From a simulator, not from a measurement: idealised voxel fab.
A process module follows: voxel transistor to metal.
Xsec cut, 175 nm wide, square cell size 5 nm.
Think of the cross-section as a grid of square cells. We describe it in bands, top to bottom, and each band covers one or more rows of those cells. The entry gives the band's vertical extent as a top height and a bottom height in nm, then its horizontal make-up as materials from left to right, each with a width in nm. "blank" stands for empty space; a single material marked "edge to edge" fills the band edge to edge. It should be noted that heights are counted from 0, beneath which the wafer as supplied is of one material throughout, and that the lowest band possesses no lower boundary but continues downward, as written in "from 0 down". The width entry "30..40" should be interpreted row by row: the top row of cells in the band takes the first number, the bottom row takes the second number, and the change between adjacent rows is uniform throughout. For the purposes of this document, the phrase "no change occurred" attached to a step denotes that no cell within the cross-section was modified by that step. "Closed internal cavities" specifies each empty space that is not open to the top and that occupies no fewer than 8 cells, using the form width x height at distance, the distance measured from the left edge and all three quantities in nm. Where a step's line continues beyond its settings, the continuation is a remark by the simulator itself on that step. The "overlay nm" setting may appear on a step's line; for a step that uses a mask, it gives how far to the right of its planned position the mask lay, and a negative value indicates the left.

# Process steps - plan
1. RECEIVE, material Si
2. OXIDIZE, depth nm 5
3. CONFORMAL_DEP, material SiN, thk nm 10
4. MASKED_ETCH, tone cover, mask id ACTIVE, width nm 110, etch materials SiN, depth nm 10, overlay nm 0
5. MASKED_ETCH, tone cover, mask id ACTIVE, width nm 110, etch materials SiO2, depth nm 5, overlay nm 0
6. MASKED_ETCH, tone cover, mask id ACTIVE, width nm 110, etch materials Si, depth nm 25, overlay nm 0
7. OXIDIZE, depth nm 5
8. FILL_DEP, material SiO2, thk nm 5
9. CMP, height nm 10
10. SELECTIVE_ETCH, etch materials SiO2, depth nm 5
11. STRIP, etch materials SiN
12. SELECTIVE_ETCH, etch materials SiO2, depth nm 5
13. OXIDIZE, depth nm 5
14. DIRECTIONAL_DEP, material polySi, thk nm 25
15. DIRECTIONAL_DEP, material SiCN, thk nm 15
16. MASKED_ETCH, tone cover, mask id GATE, width nm 30, etch materials SiCN, depth nm 25, overlay nm 0
17. MASKED_ETCH, tone cover, mask id GATE, width nm 30, etch materials polySi, depth nm 35, overlay nm 0
18. CONFORMAL_DEP, material SiO2, thk nm 5
19. DIRECTIONAL_ETCH, etch materials SiO2, depth nm 5
20. CONFORMAL_DEP, material SiN, thk nm 5
21. DIRECTIONAL_ETCH, etch materials SiN, depth nm 5
22. DIRECTIONAL_ETCH, etch materials SiO2, depth nm 5
23. DIRECTIONAL_ETCH, etch materials Si, depth nm 10
24. EPI, material nSi, thk nm 10
25. FILL_DEP, material SiO2, thk nm 10
26. CMP, height nm 20
27. STRIP, etch materials polySi
28. SELECTIVE_ETCH, etch materials SiO2, depth nm 5
29. CONFORMAL_DEP, material HfO2, thk nm 5
30. CONFORMAL_DEP, material TiN, thk nm 5
31. FILL_DEP, material W, thk nm 10
32. CMP, height nm 15
33. DIRECTIONAL_DEP, material SiO2, thk nm 10
34. DIRECTIONAL_DEP, material aC, thk nm 15
35. PATTERN, tone open, mask id CONTACT, material resist, width nm 15, pitch nm 75, thk nm 35, overlay nm 0
36. DIRECTIONAL_ETCH, etch materials aC, depth nm 15
37. STRIP, etch materials resist
38. DIRECTIONAL_ETCH, etch materials SiO2, depth nm 35
39. STRIP, etch materials aC
40. CONFORMAL_DEP, material TiN, thk nm 5
41. FILL_DEP, material Ru, thk nm 5
42. CMP, height nm 25
43. DIRECTIONAL_DEP, material TiN, thk nm 5
44. DIRECTIONAL_DEP, material W, thk nm 25
45. DIRECTIONAL_DEP, material aC, thk nm 10
46. PATTERN, tone cover, mask id METAL_1, material resist, width nm 15, pitch nm 75, thk nm 25, overlay nm 0
47. DIRECTIONAL_ETCH, etch materials aC, depth nm 10
48. STRIP, etch materials resist
49. DIRECTIONAL_ETCH, etch materials W, depth nm 25
50. DIRECTIONAL_ETCH, etch materials TiN, depth nm 5
51. STRIP, etch materials aC
52. CONFORMAL_DEP, material SiCN, thk nm 5
53. FILL_DEP, material lowk, thk nm 5
54. CMP, height nm 55
55. CONFORMAL_DEP, material SiCN, thk nm 5
Wafer-to-wafer difference: thk nm, step 43. Common start. Plan = first wafer's value.

# Received condition of the first of several wafers, sectioned: post-step 1
> from 0 down: Si edge to edge
> Closed internal cavities: none

# First of several wafers: cross-section at the end of the module, after step 55, its last step
> from 60 to 55: SiCN edge to edge
> from 55 to 30: 35 nm lowk, then 5 nm SiCN, then 15 nm W, then 5 nm SiCN, then 50 nm lowk, then 5 nm SiCN, then 15 nm W, then 5 nm SiCN, then 40 nm lowk
> from 30 to 25: 40 nm SiCN, then 15 nm TiN, then 60 nm SiCN, then 15 nm TiN, then 45 nm SiCN
> from 25 to 15: 40 nm SiO2, then 5 nm TiN, then 5 nm Ru, then 5 nm TiN, then 60 nm SiO2, then 5 nm TiN, then 5 nm Ru, then 5 nm TiN, then 45 nm SiO2
> from 15 to 5: 40 nm SiO2, then 5 nm TiN, then 5 nm Ru, then 5 nm TiN, then 5 nm SiO2, then 5 nm SiN, then 5 nm HfO2, then 5 nm TiN, then 20 nm W, then 5 nm TiN, then 5 nm HfO2, then 5 nm SiN, then 5 nm SiO2, then 5 nm TiN, then 5 nm Ru, then 5 nm TiN, then 45 nm SiO2
> from 5 to 0: 40 nm SiO2, then 15 nm TiN, then 5 nm SiO2, then 5 nm SiN, then 5 nm HfO2, then 5 nm TiN, then 20 nm W, then 5 nm TiN, then 5 nm HfO2, then 5 nm SiN, then 5 nm SiO2, then 15 nm TiN, then 45 nm SiO2
> from 0 to -5: 30 nm SiO2, then 5 nm SiN, then 5 nm SiO2, then 10 nm TiN, then 10 nm nSi, then 5 nm SiN, then 5 nm HfO2, then 30 nm TiN, then 5 nm HfO2, then 5 nm SiN, then 10 nm nSi, then 10 nm TiN, then 5 nm SiO2, then 5 nm SiN, then 35 nm SiO2
> from -5 to -10: 40 nm SiO2, then 10 nm TiN, then 10 nm nSi, then 5 nm SiO2, then 40 nm HfO2, then 5 nm SiO2, then 10 nm nSi, then 10 nm TiN, then 45 nm SiO2
> from -10 to -20: 35 nm SiO2, then 25 nm nSi, then 50 nm Si, then 25 nm nSi, then 40 nm SiO2
> from -20 to -35: 35 nm SiO2, then 100 nm Si, then 40 nm SiO2
> from -35 down: Si edge to edge
> Closed internal cavities: none

# Final wafer cross-section at module end
> from 60 to 55: SiCN edge to edge
> from 55 to 45: 35 nm lowk, then 5 nm SiCN, then 15 nm W, then 5 nm SiCN, then 50 nm lowk, then 5 nm SiCN, then 15 nm W, then 5 nm SiCN, then 40 nm lowk
> from 45 to 40: 40 nm SiCN, then 15 nm TiN, then 60 nm SiCN, then 15 nm TiN, then 45 nm SiCN
> from 40 to 25: TiN edge to edge
> from 25 to 15: 40 nm SiO2, then 5 nm TiN, then 5 nm Ru, then 5 nm TiN, then 60 nm SiO2, then 5 nm TiN, then 5 nm Ru, then 5 nm TiN, then 45 nm SiO2
> from 15 to 5: 40 nm SiO2, then 5 nm TiN, then 5 nm Ru, then 5 nm TiN, then 5 nm SiO2, then 5 nm SiN, then 5 nm HfO2, then 5 nm TiN, then 20 nm W, then 5 nm TiN, then 5 nm HfO2, then 5 nm SiN, then 5 nm SiO2, then 5 nm TiN, then 5 nm Ru, then 5 nm TiN, then 45 nm SiO2
> from 5 to 0: 40 nm SiO2, then 15 nm TiN, then 5 nm SiO2, then 5 nm SiN, then 5 nm HfO2, then 5 nm TiN, then 20 nm W, then 5 nm TiN, then 5 nm HfO2, then 5 nm SiN, then 5 nm SiO2, then 15 nm TiN, then 45 nm SiO2
> from 0 to -5: 30 nm SiO2, then 5 nm SiN, then 5 nm SiO2, then 10 nm TiN, then 10 nm nSi, then 5 nm SiN, then 5 nm HfO2, then 30 nm TiN, then 5 nm HfO2, then 5 nm SiN, then 10 nm nSi, then 10 nm TiN, then 5 nm SiO2, then 5 nm SiN, then 35 nm SiO2
> from -5 to -10: 40 nm SiO2, then 10 nm TiN, then 10 nm nSi, then 5 nm SiO2, then 40 nm HfO2, then 5 nm SiO2, then 10 nm nSi, then 10 nm TiN, then 45 nm SiO2
> from -10 to -20: 35 nm SiO2, then 25 nm nSi, then 50 nm Si, then 25 nm nSi, then 40 nm SiO2
> from -20 to -35: 35 nm SiO2, then 100 nm Si, then 40 nm SiO2
> from -35 down: Si edge to edge
> Closed internal cavities: none

# Per wafer (row), end of module: delta in cells per material since receipt, (+) for gained, (-) for lost; closed voids after that
thk nm 5, +16 HfO2, +8 Ru, -165 Si, +84 SiCN, +10 SiN, +224 SiO2, +48 TiN, +42 W, +125 lowk, +28 nSi, Closed internal cavities: none
thk nm 10, +16 HfO2, +8 Ru, -165 Si, +80 SiCN, +10 SiN, +224 SiO2, +83 TiN, +36 W, +100 lowk, +28 nSi, Closed internal cavities: none
thk nm 15, +16 HfO2, +8 Ru, -165 Si, +76 SiCN, +10 SiN, +224 SiO2, +118 TiN, +30 W, +75 lowk, +28 nSi, Closed internal cavities: none
thk nm 20, +16 HfO2, +8 Ru, -165 Si, +72 SiCN, +10 SiN, +224 SiO2, +153 TiN, +24 W, +50 lowk, +28 nSi, Closed internal cavities: none
